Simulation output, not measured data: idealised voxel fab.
process module | voxel air gaps
Section cut is 280 nm wide and gridded with 5 nm square cells.
Each cross-section below is a grid of square cells, stated as bands in top-down order, with one or more rows of cells making up each band.
Quick guide to a band line: top height, bottom height (nm) up front; then every material left to right with its width in nm. Only one material and it's marked "all across"? Then it fills the band edge to edge. And "empty" just means empty space.
Zero point of the height axis is 0; under it, received wafer = one material. Lowest band: continues down indefinitely, "z 0 and below".
The notation "30..40" denotes a width that varies across the rows of cells in the band, beginning at the first number in the top row, finishing at the second number in the bottom row, and changing by an identical amount from each row to the next.
The designation "no alteration", where it is given for a processing step, indicates that no cell of the cross-section was altered in the course of that step.
Any empty space of 8 cells or more lacking an open way to the top shows up in "Closed void inventory" as width x height at distance, distance from the left edge, in nm.
Where a step's line continues beyond its settings, the continuation is a remark by the simulator itself on that step.
If you see "overlay nm" on a step's line and that step has a mask, it's telling you how far right of where it was planned the mask ended up; a negative number means it went left instead.
Read each pair as before and after one process step. The after cross-section shows only down to the lowest band that changed. The step between them and its settings are given below the pair. Pairs can come from different runs of this module on the same starting wafer. A pair continues from the pair above only where its "Pre-step snapshot" entry says so.

[Pre-step snapshot]
- z 50 to 15: empty (50)  SiO2 (25)  empty (25)  SiO2 (25)  empty (25)  SiO2 (25)  empty (25)  SiO2 (25)  empty (55)
- z 15 to 10: SiCN all across
- z 10 to 0: SiO2 all across
- z 0 and below: Si all across
- Closed void inventory: none

[Result of Step]
- z 55 to 50: empty (45)  TiN (35)  empty (15)  TiN (35)  empty (15)  TiN (35)  empty (15)  TiN (35)  empty (50)
- z 50 to 20: empty (45)  TiN (5)  SiO2 (25)  TiN (5)  empty (15)  TiN (5)  SiO2 (25)  TiN (5)  empty (15)  TiN (5)  SiO2 (25)  TiN (5)  empty (15)  TiN (5)  SiO2 (25)  TiN (5)  empty (50)
- z 20 to 15: TiN (50)  SiO2 (25)  TiN (25)  SiO2 (25)  TiN (25)  SiO2 (25)  TiN (25)  SiO2 (25)  TiN (55)
- Everything under 15 stays put, no change at all.
- Closed void inventory: none
What sits between those two cross-sections? CONFORMAL_DEP (material TiN; thk nm 5)

Pre-step snapshot: This step starts from the configuration shown after the step in the pair immediately above.

[Result of Step]
- z 65 to 55: Cu all across
- z 55 to 50: Cu (45)  TiN (35)  Cu (15)  TiN (35)  Cu (15)  TiN (35)  Cu (15)  TiN (35)  Cu (50)
- z 50 to 20: Cu (45)  TiN (5)  SiO2 (25)  TiN (5)  Cu (15)  TiN (5)  SiO2 (25)  TiN (5)  Cu (15)  TiN (5)  SiO2 (25)  TiN (5)  Cu (15)  TiN (5)  SiO2 (25)  TiN (5)  Cu (50)
- Everything under 20 stays put, no change at all.
- Closed void inventory: none
What sits between those two cross-sections? FILL_DEP (material Cu; thk nm 10)

Pre-step snapshot: This step starts from the configuration shown after the step in the pair immediately above.

[Result of Step]
- z 50 to 20: Cu (45)  TiN (5)  SiO2 (25)  TiN (5)  Cu (15)  TiN (5)  SiO2 (25)  TiN (5)  Cu (15)  TiN (5)  SiO2 (25)  TiN (5)  Cu (15)  TiN (5)  SiO2 (25)  TiN (5)  Cu (50)
- Everything under 20 stays put, no change at all.
- Closed void inventory: none
What sits between those two cross-sections? CMP (height nm 50)

Pre-step snapshot: This step starts from the configuration shown after the step in the pair immediately above.

[Result of Step]
- z 60 to 50: Ru (60)  empty (5)  Ru (45)  empty (5)  Ru (45)  empty (5)  Ru (45)  empty (5)  Ru (65)
- Everything under 50 stays put, no change at all.
- Closed void inventory: none
What sits between those two cross-sections? EPI (material Ru; thk nm 10)

Pre-step snapshot: This step starts from the configuration shown after the step in the pair immediately above.

[Result of Step]
- z 60 to 50: Ru (60)  empty (5)  Ru (45)  empty (5)  Ru (45)  empty (5)  Ru (45)  empty (5)  Ru (65)
- z 50 to 20: Cu (45)  TiN (5)  empty (25)  TiN (5)  Cu (15)  TiN (5)  empty (25)  TiN (5)  Cu (15)  TiN (5)  empty (25)  TiN (5)  Cu (15)  TiN (5)  empty (25)  TiN (5)  Cu (50)
- z 20 to 15: TiN (50)  empty (25)  TiN (25)  empty (25)  TiN (25)  empty (25)  TiN (25)  empty (25)  TiN (55)
- Everything under 15 stays put, no change at all.
- Closed void inventory: none
What sits between those two cross-sections? SELECTIVE_ETCH (etch materials SiO2; depth nm 45)

Pre-step snapshot: This step starts from the configuration shown after the step in the pair immediately above.

[Result of Step]
- z 65 to 60: SiCN all across
- z 60 to 50: Ru (60)  SiCN (5)  Ru (45)  SiCN (5)  Ru (45)  SiCN (5)  Ru (45)  SiCN (5)  Ru (65)
- z 50 to 45: Cu (45)  TiN (5)  SiCN (25)  TiN (5)  Cu (15)  TiN (5)  SiCN (25)  TiN (5)  Cu (15)  TiN (5)  SiCN (25)  TiN (5)  Cu (15)  TiN (5)  SiCN (25)  TiN (5)  Cu (50)
- z 45 to 20: Cu (45)  TiN (5)  SiCN (5)  empty (15)  SiCN (5)  TiN (5)  Cu (15)  TiN (5)  SiCN (5)  empty (15)  SiCN (5)  TiN (5)  Cu (15)  TiN (5)  SiCN (5)  empty (15)  SiCN (5)  TiN (5)  Cu (15)  TiN (5)  SiCN (5)  empty (15)  SiCN (5)  TiN (5)  Cu (50)
- z 20 to 15: TiN (50)  SiCN (25)  TiN (25)  SiCN (25)  TiN (25)  SiCN (25)  TiN (25)  SiCN (25)  TiN (55)
- Everything under 15 stays put, no change at all.
- Closed void inventory: 15 x 25 at 55; 15 x 25 at 105; 15 x 25 at 155; 15 x 25 at 205
What sits between those two cross-sections? CONFORMAL_DEP (material SiCN; thk nm 5)
